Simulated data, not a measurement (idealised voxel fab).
The name of this process module is voxel air gaps.
This is section cut - it's 230 nm across, gridded in 5 nm square cells.
Throughout this document, each cross-section is represented as a grid of square cells and is presented as a sequence of bands enumerated from the top downward, where a band comprises one or more rows of cells. Heights first: top, then bottom, in nm. Then materials, left to right, each with a width in nm. "throughout" on a single material: fills the band edge to edge. "empty": empty space. Heights from 0 (as-received wafer is one material below). Bottom band endless downward, as "0 and below". Width spec "30->40" -> top row of cells at first value, bottom row at second value, equal per-row change in between. "same as before" after a step means that no cell of the cross-section changed. Entry "Closed internal cavities". Content: empty spaces with no open connection to the top, size 8 cells or greater. Each: width x height at distance. Distance: from left edge. Unit: nm. Heads up: the bit after the settings on a step's line is the simulator's remark on that step. overlay nm: right-of-plan distance of the mask on a masked step; negative values mean left-of-plan.

[Here's what the planned process steps look like]
1. RECEIVE | material Si
2. CONFORMAL_DEP | material SiO2 | thk nm 10
3. CONFORMAL_DEP | material SiCN | thk nm 5
4. DIRECTIONAL_DEP | material SiO2 | thk nm 35
5. PATTERN | tone open | mask id LINES | material resist | width nm 15 | pitch nm 40 | thk nm 20 | overlay nm -15
6. DIRECTIONAL_ETCH | etch materials SiO2 | depth nm 35
7. STRIP | etch materials resist
8. CONFORMAL_DEP | material TiN | thk nm 5
9. FILL_DEP | material W | thk nm 5
10. CMP | height nm 50
11. EPI | material Ru | thk nm 10
12. SELECTIVE_ETCH | etch materials SiO2 | depth nm 45
13. CONFORMAL_DEP | material SiCN | thk nm 5
The wafers in this document start out alike and differ in the overlay nm applied at step 5; the plan shows the value used for the first wafer.

[Cross-section of the first of several wafers on receipt, reflecting completion of step 1]
0 and below: Si throughout
Closed internal cavities: none

[After the module's final step, step 13: the first of several wafers in cross-section]
65 down to 60: 35 empty / 125 SiCN / 70 empty
60 down to 50: 35 empty / 5 SiCN / 35 Ru / 5 SiCN / 35 Ru / 5 SiCN / 35 Ru / 5 SiCN / 70 empty
50 down to 45: 35 empty / 15 SiCN / 5 TiN / 5 W / 5 TiN / 25 SiCN / 5 TiN / 5 W / 5 TiN / 25 SiCN / 5 TiN / 5 W / 5 TiN / 15 SiCN / 70 empty
45 down to 20: 45 empty / 5 SiCN / 5 TiN / 5 W / 5 TiN / 5 SiCN / 15 empty / 5 SiCN / 5 TiN / 5 W / 5 TiN / 5 SiCN / 15 empty / 5 SiCN / 5 TiN / 5 W / 5 TiN / 5 SiCN / 80 empty
20 down to 15: 50 SiCN / 15 TiN / 25 SiCN / 15 TiN / 25 SiCN / 15 TiN / 85 SiCN
15 down to 10: SiCN throughout
10 down to 0: SiO2 throughout
0 and below: Si throughout
Closed internal cavities: 15 x 25 at 70; 15 x 25 at 110

[Last wafer x-sec, end of module]
65 down to 60: 65 empty / 125 SiCN / 40 empty
60 down to 50: 65 empty / 5 SiCN / 35 Ru / 5 SiCN / 35 Ru / 5 SiCN / 35 Ru / 5 SiCN / 40 empty
50 down to 45: 65 empty / 15 SiCN / 5 TiN / 5 W / 5 TiN / 25 SiCN / 5 TiN / 5 W / 5 TiN / 25 SiCN / 5 TiN / 5 W / 5 TiN / 15 SiCN / 40 empty
45 down to 20: 75 empty / 5 SiCN / 5 TiN / 5 W / 5 TiN / 5 SiCN / 15 empty / 5 SiCN / 5 TiN / 5 W / 5 TiN / 5 SiCN / 15 empty / 5 SiCN / 5 TiN / 5 W / 5 TiN / 5 SiCN / 50 empty
20 down to 15: 80 SiCN / 15 TiN / 25 SiCN / 15 TiN / 25 SiCN / 15 TiN / 55 SiCN
15 down to 10: SiCN throughout
10 down to 0: SiO2 throughout
0 and below: Si throughout
Closed internal cavities: 15 x 25 at 100; 15 x 25 at 140

[What follows is a table in which each wafer occupies a row; for the wafer as it stands at the close of the module, the row states, material by material, how many cells have been gained (+) or lost (-) since receipt, and then gives its closed voids]
overlay nm -15 | +42 Ru | +162 SiCN | +92 SiO2 | +45 TiN | +18 W | Closed internal cavities: 15 x 25 at 70; 15 x 25 at 110
overlay nm -10 | +42 Ru | +162 SiCN | +92 SiO2 | +45 TiN | +18 W | Closed internal cavities: 15 x 25 at 75; 15 x 25 at 115
overlay nm -5 | +42 Ru | +162 SiCN | +92 SiO2 | +45 TiN | +18 W | Closed internal cavities: 15 x 25 at 80; 15 x 25 at 120
overlay nm 0 | +42 Ru | +162 SiCN | +92 SiO2 | +45 TiN | +18 W | Closed internal cavities: 15 x 25 at 85; 15 x 25 at 125
overlay nm 5 | +42 Ru | +162 SiCN | +92 SiO2 | +45 TiN | +18 W | Closed internal cavities: 15 x 25 at 90; 15 x 25 at 130
overlay nm 10 | +42 Ru | +162 SiCN | +92 SiO2 | +45 TiN | +18 W | Closed internal cavities: 15 x 25 at 95; 15 x 25 at 135
overlay nm 15 | +42 Ru | +162 SiCN | +92 SiO2 | +45 TiN | +18 W | Closed internal cavities: 15 x 25 at 100; 15 x 25 at 140
